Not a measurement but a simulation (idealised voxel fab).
voxel released beams: a process module
Displayed cross-section: cut, width of 260 nm, square cells sized 5 nm.
Cross-section layout: square cells on a grid; listed as bands, top to bottom; a band spans one or more cell rows. Heights first: top, then bottom, in nm. Then materials, left to right, each with a width in nm. "throughout" on a single material: fills the band edge to edge. "air": empty space. Heights are expressed relative to 0, this being the level below which the as-received wafer comprises one material exclusively. The lowest band is unbounded in the downward direction and is denoted as in "0..down". Width spec "30->40" -> top row of cells at first value, bottom row at second value, equal per-row change in between. Where the words "nothing changed" appear for a step, the cross-section shows no cell changed by that step; every cell remained as before. Voids not open to the top, 8 cells minimum: see "Sealed internal cavities". Written width x height at distance; distance is from the left edge; nm. Text after the settings on a step's line: the simulator's own remark on that step. The optional step-line setting "overlay nm" applies to steps with a mask and quantifies how far to the right of its planned location the mask lay, a negative value indicating leftward placement.

Listed below are the process steps as planned
1 RECEIVE | material Si
2 CONFORMAL_DEP | material Al2O3 | thk nm 5
3 DIRECTIONAL_DEP | material SiO2 | thk nm 15
4 DIRECTIONAL_DEP | material aC | thk nm 10
5 PATTERN | tone open | mask id ANCHOR | material resist | width nm 45 | thk nm 30 | overlay nm 0
6 DIRECTIONAL_ETCH | etch materials aC | depth nm 10
7 STRIP | etch materials resist
8 DIRECTIONAL_ETCH | etch materials SiO2 | depth nm 15
9 STRIP | etch materials aC
10 CONFORMAL_DEP | material SiN | thk nm 15
11 DIRECTIONAL_DEP | material aC | thk nm 10
12 PATTERN | tone cover | mask id BEAM | material resist | width nm 120 | thk nm 30 | overlay nm -15
13 DIRECTIONAL_ETCH | etch materials aC | depth nm 10
14 STRIP | etch materials resist
15 DIRECTIONAL_ETCH | etch materials SiN | depth nm 15
16 STRIP | etch materials aC
17 STRIP | etch materials SiO2
Every wafer here starts from the same state; it is the step 12 overlay nm that distinguishes them, and the value the plan gives belongs to the first wafer.

First of several wafers, received after step 1, in cross-section
    0..down | Si throughout
    Sealed internal cavities: none

Once step 17, the last step, is complete, the module is at its end; this is the cross-section of the first of several wafers
    35..20 | 50 nm air, 35 nm SiN, 15 nm air, 70 nm SiN, 90 nm air
    20..5 | 70 nm air, 45 nm SiN, 145 nm air
    5..0 | Al2O3 throughout
    0..down | Si throughout
    Sealed internal cavities: none

At the end of the module, the last of several wafers in cross-section
    35..20 | 80 nm air, 5 nm SiN, 15 nm air, 100 nm SiN, 60 nm air
    20..5 | 70 nm air, 45 nm SiN, 145 nm air
    5..0 | Al2O3 throughout
    0..down | Si throughout
    Sealed internal cavities: none

Rows = wafers. At module end, each row lists per material the cells gained (+) or lost (-) since the wafer was received, then the closed voids
overlay nm -15, +52 Al2O3, +90 SiN, Sealed internal cavities: none
overlay nm -10, +52 Al2O3, +90 SiN, Sealed internal cavities: none
overlay nm -5, +52 Al2O3, +90 SiN, Sealed internal cavities: none
overlay nm 0, +52 Al2O3, +90 SiN, Sealed internal cavities: none
overlay nm 5, +52 Al2O3, +90 SiN, Sealed internal cavities: none
overlay nm 10, +52 Al2O3, +90 SiN, Sealed internal cavities: none
overlay nm 15, +52 Al2O3, +90 SiN, Sealed internal cavities: none
